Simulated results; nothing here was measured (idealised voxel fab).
process module | voxel transistor to metal
cross-section cut | 260 nm wide | cells 5 nm
A cross-section is a grid of square cells, given in bands from the top down. A band is one or more rows of cells.
Each band's line starts with the height of the band's top and of its bottom, in nm. Then come its materials from left to right, each with its width in nm. One material with "throughout" fills the band from edge to edge. "air" is empty space.
Height 0 is the level under which the wafer as received is all one material. The lowest band goes on downwards, as in "0 down".
A width such as "30 to 40" changes by the same amount from each row of cells to the next, from the band's top row to its bottom row.
"no change" after a step means that no cell of the cross-section changed.
closed voids: empty space of 8 cells or more with no open way to the top, each as width x height at its distance from the left edge, in nm
after a step's settings: what the simulator itself notes on the step
overlay nm, on a step with a mask: how far to the right of its planned place the mask lay; to the left if negative
plan
1 op RECEIVE | material Si
2 op CONFORMAL_DEP | material SiO2 | thk nm 5
3 op CONFORMAL_DEP | material SiN | thk nm 15
4 op DIRECTIONAL_DEP | material aC | thk nm 15
5 op PATTERN | tone cover | mask id ACTIVE | material resist | width nm 105 | pitch nm 125 | thk nm 35 | overlay nm 0
6 op DIRECTIONAL_ETCH | etch materials aC | depth nm 15
7 op STRIP | etch materials resist
8 op DIRECTIONAL_ETCH | etch materials SiN | depth nm 15
9 op DIRECTIONAL_ETCH | etch materials SiO2 | depth nm 5
10 op DIRECTIONAL_ETCH | etch materials Si | depth nm 30
11 op STRIP | etch materials aC
12 op FILL_DEP | material SiO2 | thk nm 10
13 op CMP | height nm 20
14 op SELECTIVE_ETCH | etch materials SiO2 | depth nm 5
15 op STRIP | etch materials SiN
16 op SELECTIVE_ETCH | etch materials SiO2 | depth nm 5
17 op OXIDIZE | depth nm 5
18 op DIRECTIONAL_DEP | material polySi | thk nm 25
19 op DIRECTIONAL_DEP | material SiCN | thk nm 10
20 op MASKED_ETCH | tone cover | mask id GATE | width nm 15 | pitch nm 125 | etch materials SiCN | depth nm 20 | overlay nm 0
21 op MASKED_ETCH | tone cover | mask id GATE | width nm 15 | pitch nm 125 | etch materials polySi | depth nm 35 | overlay nm 0
22 op CONFORMAL_DEP | material SiN | thk nm 5
23 op DIRECTIONAL_ETCH | etch materials SiN | depth nm 5
24 op DIRECTIONAL_ETCH | etch materials SiO2 | depth nm 5
25 op EPI | material nSi | thk nm 5
26 op FILL_DEP | material SiO2 | thk nm 10
27 op CMP | height nm 35
28 op DIRECTIONAL_DEP | material SiO2 | thk nm 10
29 op DIRECTIONAL_DEP | material aC | thk nm 10
30 op PATTERN | tone open | mask id CONTACT | material resist | width nm 20 | thk nm 25 | overlay nm 0
31 op DIRECTIONAL_ETCH | etch materials aC | depth nm 10
32 op STRIP | etch materials resist
33 op DIRECTIONAL_ETCH | etch materials SiO2 | depth nm 45
34 op STRIP | etch materials aC
35 op CONFORMAL_DEP | material TiN | thk nm 5
36 op FILL_DEP | material W | thk nm 10
37 op CMP | height nm 45
38 op DIRECTIONAL_DEP | material TiN | thk nm 5
39 op DIRECTIONAL_DEP | material W | thk nm 20
40 op MASKED_ETCH | tone cover | mask id METAL_1 | width nm 20 | etch materials W | depth nm 20 | overlay nm 0
41 op MASKED_ETCH | tone cover | mask id METAL_1 | width nm 20 | etch materials TiN | depth nm 5 | overlay nm 0
42 op FILL_DEP | material lowk | thk nm 5
43 op CMP | height nm 70
44 op CONFORMAL_DEP | material SiCN | thk nm 5
45 op DIRECTIONAL_DEP | material SiO2 | thk nm 25
46 op PATTERN | tone open | mask id METAL_2 | material resist | width nm 20 | pitch nm 125 | thk nm 15 | overlay nm 0
47 op DIRECTIONAL_ETCH | etch materials SiO2 | depth nm 15
48 op STRIP | etch materials resist
49 op PATTERN | tone open | mask id METAL_2_HOLES | material resist | width nm 15 | pitch nm 125 | thk nm 20 | overlay nm 0
50 op DIRECTIONAL_ETCH | etch materials SiO2 | depth nm 10
51 op DIRECTIONAL_ETCH | etch materials SiCN | depth nm 5
52 op STRIP | etch materials resist
53 op CONFORMAL_DEP | material TiN | thk nm 5
54 op FILL_DEP | material Ru | thk nm 10
55 op CMP | height nm 100
56 op CONFORMAL_DEP | material SiN | thk nm 5
as received, after step 1
  0 down: Si throughout
  closed voids: none
first wafer at the end, as planned
  105 to 100: SiN throughout
  100 to 90: SiO2 20 | TiN 5 | Ru 10 | TiN 5 | SiO2 105 | TiN 5 | Ru 10 | TiN 5 | SiO2 95
  90 to 85: SiO2 20 | TiN 5 | Ru 5 | TiN 10 | SiO2 105 | TiN 5 | Ru 5 | TiN 10 | SiO2 95
  85 to 75: SiO2 20 | TiN 5 | Ru 5 | TiN 5 | SiO2 110 | TiN 5 | Ru 5 | TiN 5 | SiO2 100
  75 to 70: SiCN 20 | TiN 15 | SiCN 110 | TiN 15 | SiCN 100
  70 to 50: lowk 20 | W 20 | lowk 55 | W 20 | lowk 30 | W 20 | lowk 55 | W 20 | lowk 20
  50 to 45: lowk 20 | TiN 20 | lowk 55 | TiN 20 | lowk 30 | TiN 20 | lowk 55 | TiN 20 | lowk 20
  45 to 35: SiO2 20 | TiN 5 | W 10 | TiN 5 | SiO2 55 | TiN 5 | W 10 | TiN 5 | SiO2 30 | TiN 5 | W 10 | TiN 5 | SiO2 55 | TiN 5 | W 10 | TiN 5 | SiO2 20
  35 to 25: SiO2 20 | TiN 5 | W 10 | TiN 5 | SiO2 15 | SiN 5 | SiCN 15 | SiN 5 | SiO2 15 | TiN 5 | W 10 | TiN 5 | SiO2 30 | TiN 5 | W 10 | TiN 5 | SiO2 15 | SiN 5 | SiCN 15 | SiN 5 | SiO2 15 | TiN 5 | W 10 | TiN 5 | SiO2 20
  25 to 10: SiO2 20 | TiN 5 | W 10 | TiN 5 | SiO2 15 | SiN 5 | polySi 15 | SiN 5 | SiO2 15 | TiN 5 | W 10 | TiN 5 | SiO2 30 | TiN 5 | W 10 | TiN 5 | SiO2 15 | SiN 5 | polySi 15 | SiN 5 | SiO2 15 | TiN 5 | W 10 | TiN 5 | SiO2 20
  10 to 5: SiO2 10 | SiN 5 | SiO2 5 | TiN 5 | W 10 | TiN 5 | SiO2 15 | SiN 5 | polySi 15 | SiN 5 | SiO2 15 | TiN 5 | W 10 | TiN 5 | SiO2 5 | SiN 5 | SiO2 10 | SiN 5 | SiO2 5 | TiN 5 | W 10 | TiN 5 | SiO2 15 | SiN 5 | polySi 15 | SiN 5 | SiO2 15 | TiN 5 | W 10 | TiN 5 | SiO2 5 | SiN 5 | SiO2 10
  5 to 0: SiO2 10 | SiN 5 | SiO2 5 | TiN 20 | SiO2 15 | SiN 5 | polySi 15 | SiN 5 | SiO2 15 | TiN 20 | SiO2 5 | SiN 5 | SiO2 10 | SiN 5 | SiO2 5 | TiN 20 | SiO2 15 | SiN 5 | polySi 15 | SiN 5 | SiO2 15 | TiN 20 | SiO2 5 | SiN 5 | SiO2 10
  0 to -5: SiO2 15 | nSi 40 | SiO2 25 | nSi 40 | SiO2 20 | nSi 40 | SiO2 25 | nSi 40 | SiO2 15
  -5 to -30: SiO2 15 | Si 105 | SiO2 20 | Si 105 | SiO2 15
  -30 down: Si throughout
  closed voids: none
second wafer at the end: like start, like plan, one mistake
  105 to 100: SiN throughout
  100 to 90: SiO2 20 | TiN 5 | Ru 10 | TiN 5 | SiO2 105 | TiN 5 | Ru 10 | TiN 5 | SiO2 95
  90 to 85: SiO2 20 | TiN 5 | Ru 5 | TiN 10 | SiO2 105 | TiN 5 | Ru 5 | TiN 10 | SiO2 95
  85 to 75: SiO2 20 | TiN 5 | Ru 5 | TiN 5 | SiO2 110 | TiN 5 | Ru 5 | TiN 5 | SiO2 100
  75 to 70: SiCN 20 | TiN 15 | SiCN 110 | TiN 15 | SiCN 100
  70 to 50: lowk 20 | W 20 | lowk 55 | W 20 | lowk 30 | W 20 | lowk 55 | W 20 | lowk 20
  50 to 45: lowk 20 | TiN 20 | lowk 55 | TiN 20 | lowk 30 | TiN 20 | lowk 55 | TiN 20 | lowk 20
  45 to 35: SiO2 20 | TiN 5 | W 10 | TiN 5 | SiO2 55 | TiN 5 | W 10 | TiN 5 | SiO2 30 | TiN 5 | W 10 | TiN 5 | SiO2 55 | TiN 5 | W 10 | TiN 5 | SiO2 20
  35 to 25: SiO2 20 | TiN 5 | W 10 | TiN 5 | SiO2 10 | SiN 5 | SiCN 15 | SiN 5 | SiO2 20 | TiN 5 | W 10 | TiN 5 | SiO2 30 | TiN 5 | W 10 | TiN 5 | SiO2 10 | SiN 5 | SiCN 15 | SiN 5 | SiO2 20 | TiN 5 | W 10 | TiN 5 | SiO2 20
  25 to 10: SiO2 20 | TiN 5 | W 10 | TiN 5 | SiO2 10 | SiN 5 | polySi 20 | SiN 5 | SiO2 15 | TiN 5 | W 10 | TiN 5 | SiO2 30 | TiN 5 | W 10 | TiN 5 | SiO2 10 | SiN 5 | polySi 20 | SiN 5 | SiO2 15 | TiN 5 | W 10 | TiN 5 | SiO2 20
  10 to 5: SiO2 10 | SiN 5 | SiO2 5 | TiN 5 | W 10 | TiN 5 | SiO2 10 | SiN 5 | polySi 20 | SiN 5 | SiO2 15 | TiN 5 | W 10 | TiN 5 | SiO2 5 | SiN 5 | SiO2 10 | SiN 5 | SiO2 5 | TiN 5 | W 10 | TiN 5 | SiO2 10 | SiN 5 | polySi 20 | SiN 5 | SiO2 15 | TiN 5 | W 10 | TiN 5 | SiO2 5 | SiN 5 | SiO2 10
  5 to 0: SiO2 10 | SiN 5 | SiO2 5 | TiN 20 | SiO2 10 | SiN 5 | polySi 20 | SiN 5 | SiO2 15 | TiN 20 | SiO2 5 | SiN 5 | SiO2 10 | SiN 5 | SiO2 5 | TiN 20 | SiO2 10 | SiN 5 | polySi 20 | SiN 5 | SiO2 15 | TiN 20 | SiO2 5 | SiN 5 | SiO2 10
  0 to -5: SiO2 15 | nSi 35 | SiO2 30 | nSi 40 | SiO2 20 | nSi 35 | SiO2 30 | nSi 40 | SiO2 15
  -5 to -30: SiO2 15 | Si 105 | SiO2 20 | Si 105 | SiO2 15
  -30 down: Si throughout
  closed voids: none
what went wrong: step 20 ran as: op MASKED_ETCH | tone cover | mask id GATE | width nm 15 | pitch nm 125 | etch materials SiCN | depth nm 20 | overlay nm -5
at the end the second wafer has, in cells: 8 fewer of SiO2 | 2 fewer of nSi | 10 more of polySi
